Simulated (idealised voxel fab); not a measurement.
The process module presented herein is designated voxel air gaps.
Section cut is 210 nm wide and gridded with 5 nm square cells.
We lay out every cross-section as a grid of square cells and spell it out in bands from the top down, where one band means one or more rows of cells.
This entry defines a band. It first specifies the height of the band's top and the height of its bottom in nm, and then specifies the band's materials from left to right, stating each material with its width in nm. The word "edge to edge" identifies a single material that fills the band from edge to edge, while the word "air" identifies empty space.
Height is counted from the level 0, under which the received wafer is composed throughout of one material. The lowest of the bands is not closed at the bottom but continues downward, in the notation "0..down".
Read "30->40" as a graded width: first number on top, second number at the bottom, same change between each pair of neighbouring rows.
Step marked "stayed the same"? Then no cell in the cross-section changed in it.
So "Voids, sealed" is basically the list of trapped voids: any empty space of 8 cells or more that can't reach the top through an opening. They're written width x height at distance, the distance being from the left edge, and it's all nm.
Whatever follows a step's settings on its line is a remark the simulator itself makes about that step.
If you see "overlay nm" on a step's line and that step has a mask, it's telling you how far right of where it was planned the mask ended up; a negative number means it went left instead.

This section lists the process steps that were planned:
step 1: RECEIVE: material Si
step 2: CONFORMAL_DEP: material SiO2, thk nm 10
step 3: CONFORMAL_DEP: material SiCN, thk nm 5
step 4: DIRECTIONAL_DEP: material SiO2, thk nm 35
step 5: PATTERN: tone open, mask id LINES, material resist, width nm 15, pitch nm 40, thk nm 15, overlay nm -15
step 6: DIRECTIONAL_ETCH: etch materials SiO2, depth nm 35
step 7: STRIP: etch materials resist
step 8: CONFORMAL_DEP: material TiN, thk nm 5
step 9: FILL_DEP: material Cu, thk nm 10
step 10: CMP: height nm 50
step 11: EPI: material Ru, thk nm 10
step 12: SELECTIVE_ETCH: etch materials SiO2, depth nm 45
step 13: CONFORMAL_DEP: material SiCN, thk nm 5
The plan's step 5 overlay nm is the first wafer's value; the wafers differ in this setting and start identical.

Cross-section: the first of several wafers in its as-received state, i.e. following step 1:
* 0..down: Si edge to edge
* Voids, sealed: none

Gained (+) or lost (-) cells of each material since receipt, then closed voids: one row per wafer, at the end of the module:
overlay nm -15, +18 Cu, +42 Ru, +154 SiCN, +84 SiO2, +45 TiN, Voids, sealed: 15 x 25 at 60; 15 x 25 at 100
overlay nm -10, +18 Cu, +42 Ru, +154 SiCN, +84 SiO2, +45 TiN, Voids, sealed: 15 x 25 at 65; 15 x 25 at 105
overlay nm -5, +18 Cu, +42 Ru, +154 SiCN, +84 SiO2, +45 TiN, Voids, sealed: 15 x 25 at 70; 15 x 25 at 110
overlay nm 0, +18 Cu, +42 Ru, +154 SiCN, +84 SiO2, +45 TiN, Voids, sealed: 15 x 25 at 75; 15 x 25 at 115
overlay nm 5, +18 Cu, +42 Ru, +154 SiCN, +84 SiO2, +45 TiN, Voids, sealed: 15 x 25 at 80; 15 x 25 at 120
overlay nm 10, +18 Cu, +42 Ru, +154 SiCN, +84 SiO2, +45 TiN, Voids, sealed: 15 x 25 at 85; 15 x 25 at 125
overlay nm 15, +18 Cu, +42 Ru, +154 SiCN, +84 SiO2, +45 TiN, Voids, sealed: 15 x 25 at 90; 15 x 25 at 130
